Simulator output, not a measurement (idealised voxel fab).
process module | voxel quadruple lines
cross-section cut | 290 nm wide | cells 5 nm
A cross-section is a grid of square cells, given in bands from the top down. A band is one or more rows of cells.
Each band's line starts with the height of the band's top and of its bottom, in nm. Then come its materials from left to right, each with its width in nm. One material with "throughout" fills the band from edge to edge. "air" is empty space.
Height 0 is the level under which the wafer as received is all one material. The lowest band goes on downwards, as in "0 down".
A width such as "30 to 40" changes by the same amount from each row of cells to the next, from the band's top row to its bottom row.
"no change" after a step means that no cell of the cross-section changed.
closed voids: empty space of 8 cells or more with no open way to the top, each as width x height at its distance from the left edge, in nm
after a step's settings: what the simulator itself notes on the step
overlay nm, on a step with a mask: how far to the right of its planned place the mask lay; to the left if negative
plan
1 op RECEIVE | material Si
2 op CONFORMAL_DEP | material SiO2 | thk nm 10
3 op DIRECTIONAL_DEP | material W | thk nm 10
4 op DIRECTIONAL_DEP | material polySi | thk nm 15
5 op DIRECTIONAL_DEP | material aC | thk nm 25
6 op PATTERN | tone cover | mask id MANDREL | material resist | width nm 30 | thk nm 30 | overlay nm 0
7 op DIRECTIONAL_ETCH | etch materials aC | depth nm 25
8 op STRIP | etch materials resist
9 op CONFORMAL_DEP | material SiO2 | thk nm 10
10 op DIRECTIONAL_ETCH | etch materials SiO2 | depth nm 10
11 op STRIP | etch materials aC
12 op DIRECTIONAL_ETCH | etch materials polySi | depth nm 15
13 op STRIP | etch materials SiO2
14 op CONFORMAL_DEP | material SiCN | thk nm 10
15 op DIRECTIONAL_ETCH | etch materials SiCN | depth nm 10
16 op STRIP | etch materials polySi
17 op DIRECTIONAL_ETCH | etch materials W | depth nm 10
18 op STRIP | etch materials SiCN
as received, after step 1
  0 down: Si throughout
  closed voids: none
a wafer at the end: this start, this plan, one mistake
  10 to 0: air 110 | W 10 | air 10 | W 10 | air 10 | W 10 | air 10 | W 10 | air 110
  0 down: Si throughout
  closed voids: none
what went wrong: step 2 was left out
